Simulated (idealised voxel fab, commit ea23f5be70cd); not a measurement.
Module name: voxel transistor to metal (process module)
The figure presents cross-section cut, which has a width of 180 nm and is divided into square cells with an edge length of 5 nm.
How to read a cross-section here: the picture is a grid of square cells, written as bands going from the top down, and any band can span one or more rows of cells.
Basically the band line says how high the top is and how high the bottom is, in nm, and then what's in it from left to right, every material with its width in nm. Empty space shows up as "air", and if a single material carries "throughout" it runs the full band edge to edge.
Measure heights from 0. That's the level where, below it, the as-received wafer is all one material. The lowest band is bottomless and extends downward; write it as in "0 nm and below".
When a width is written as two numbers, as in "30->40", the first number is the width in the top row of cells of the band and the second is the width in its bottom row, and the width changes by the same amount from each row to the next.
A step reported as "everything unchanged" is a step in which no cell of the cross-section changed.
"Voids, enclosed" contains a list of empty spaces, each no smaller than 8 cells and without an open way to the top, written in the form width x height at distance with the distance from the left edge and all three in nm.
On a step's line, text after the settings is the simulator commenting on that step.
The "overlay nm" setting may appear on a step's line; for a step that uses a mask, it gives how far to the right of its planned position the mask lay, and a negative value indicates the left.
### Process steps (planned)
1) RECEIVE with material Si
2) CONFORMAL_DEP with material SiO2, thk nm 5
3) CONFORMAL_DEP with material SiN, thk nm 10
4) DIRECTIONAL_DEP with material aC, thk nm 10
5) PATTERN with tone cover, mask id ACTIVE, material resist, width nm 110, thk nm 30, overlay nm 0
6) DIRECTIONAL_ETCH with etch materials aC, depth nm 10
7) STRIP with etch materials resist
8) DIRECTIONAL_ETCH with etch materials SiN, depth nm 10
9) DIRECTIONAL_ETCH with etch materials SiO2, depth nm 5
10) DIRECTIONAL_ETCH with etch materials Si, depth nm 30
11) STRIP with etch materials aC
12) FILL_DEP with material SiO2, thk nm 10
13) CMP with height nm 15
14) SELECTIVE_ETCH with etch materials SiO2, depth nm 5
15) STRIP with etch materials SiN
16) SELECTIVE_ETCH with etch materials SiO2, depth nm 5
17) OXIDIZE with depth nm 5
18) DIRECTIONAL_DEP with material polySi, thk nm 25
19) DIRECTIONAL_DEP with material SiCN, thk nm 15
20) PATTERN with tone cover, mask id GATE, material resist, width nm 30, thk nm 20, overlay nm 0
21) DIRECTIONAL_ETCH with etch materials SiCN, depth nm 25
22) DIRECTIONAL_ETCH with etch materials polySi, depth nm 35
23) STRIP with etch materials resist
24) CONFORMAL_DEP with material SiN, thk nm 5
25) DIRECTIONAL_ETCH with etch materials SiN, depth nm 5
26) DIRECTIONAL_ETCH with etch materials SiO2, depth nm 5
27) DIRECTIONAL_ETCH with etch materials Si, depth nm 10
28) EPI with material SiGe, thk nm 10
29) FILL_DEP with material SiO2, thk nm 10
30) CMP with height nm 25
31) STRIP with etch materials polySi
32) SELECTIVE_ETCH with etch materials SiO2, depth nm 5
33) CONFORMAL_DEP with material HfO2, thk nm 5
34) CONFORMAL_DEP with material TiN, thk nm 5
35) FILL_DEP with material W, thk nm 10
36) CMP with height nm 20
37) DIRECTIONAL_DEP with material SiO2, thk nm 10
38) DIRECTIONAL_DEP with material aC, thk nm 10
39) PATTERN with tone open, mask id CONTACT, material resist, width nm 15, pitch nm 75, thk nm 25, overlay nm 0
40) DIRECTIONAL_ETCH with etch materials aC, depth nm 10
41) STRIP with etch materials resist
42) DIRECTIONAL_ETCH with etch materials SiO2, depth nm 35
43) STRIP with etch materials aC
44) CONFORMAL_DEP with material TiN, thk nm 5
45) FILL_DEP with material W, thk nm 5
46) CMP with height nm 30
47) DIRECTIONAL_DEP with material TiN, thk nm 5
48) DIRECTIONAL_DEP with material Ru, thk nm 20
49) DIRECTIONAL_DEP with material aC, thk nm 15
50) PATTERN with tone cover, mask id METAL_1, material resist, width nm 15, pitch nm 75, thk nm 35, overlay nm 0
51) DIRECTIONAL_ETCH with etch materials aC, depth nm 15
52) STRIP with etch materials resist
53) DIRECTIONAL_ETCH with etch materials Ru, depth nm 10
54) DIRECTIONAL_ETCH with etch materials TiN, depth nm 5
55) STRIP with etch materials aC
56) CONFORMAL_DEP with material SiN, thk nm 5
57) FILL_DEP with material lowk, thk nm 10
58) CMP with height nm 55
59) CONFORMAL_DEP with material SiCN, thk nm 5
The wafers in this document start out alike and differ in the depth nm applied at step 53; the plan shows the value used for the first wafer.
### As-received cross-section, first of several wafers, post step 1
0 nm and below  Si throughout
Voids, enclosed: none
### wafer rows; end of module; cells per material since receipt: (+) gained, (-) lost; then closed voids
depth nm 10; +16 HfO2; +84 Ru; -134 Si; +36 SiCN; +36 SiGe; +44 SiN; +230 SiO2; +76 TiN; +18 W; +26 lowk; Voids, enclosed: none
depth nm 15; +16 HfO2; +54 Ru; -134 Si; +36 SiCN; +36 SiGe; +48 SiN; +230 SiO2; +76 TiN; +18 W; +52 lowk; Voids, enclosed: none
depth nm 20; +16 HfO2; +24 Ru; -134 Si; +36 SiCN; +36 SiGe; +56 SiN; +230 SiO2; +46 TiN; +18 W; +104 lowk; Voids, enclosed: none
depth nm 25; +16 HfO2; +24 Ru; -134 Si; +36 SiCN; +36 SiGe; +56 SiN; +230 SiO2; +46 TiN; +18 W; +104 lowk; Voids, enclosed: none
depth nm 30; +16 HfO2; +24 Ru; -134 Si; +36 SiCN; +36 SiGe; +56 SiN; +230 SiO2; +46 TiN; +18 W; +104 lowk; Voids, enclosed: none
depth nm 35; +16 HfO2; +24 Ru; -134 Si; +36 SiCN; +36 SiGe; +56 SiN; +230 SiO2; +46 TiN; +18 W; +104 lowk; Voids, enclosed: none
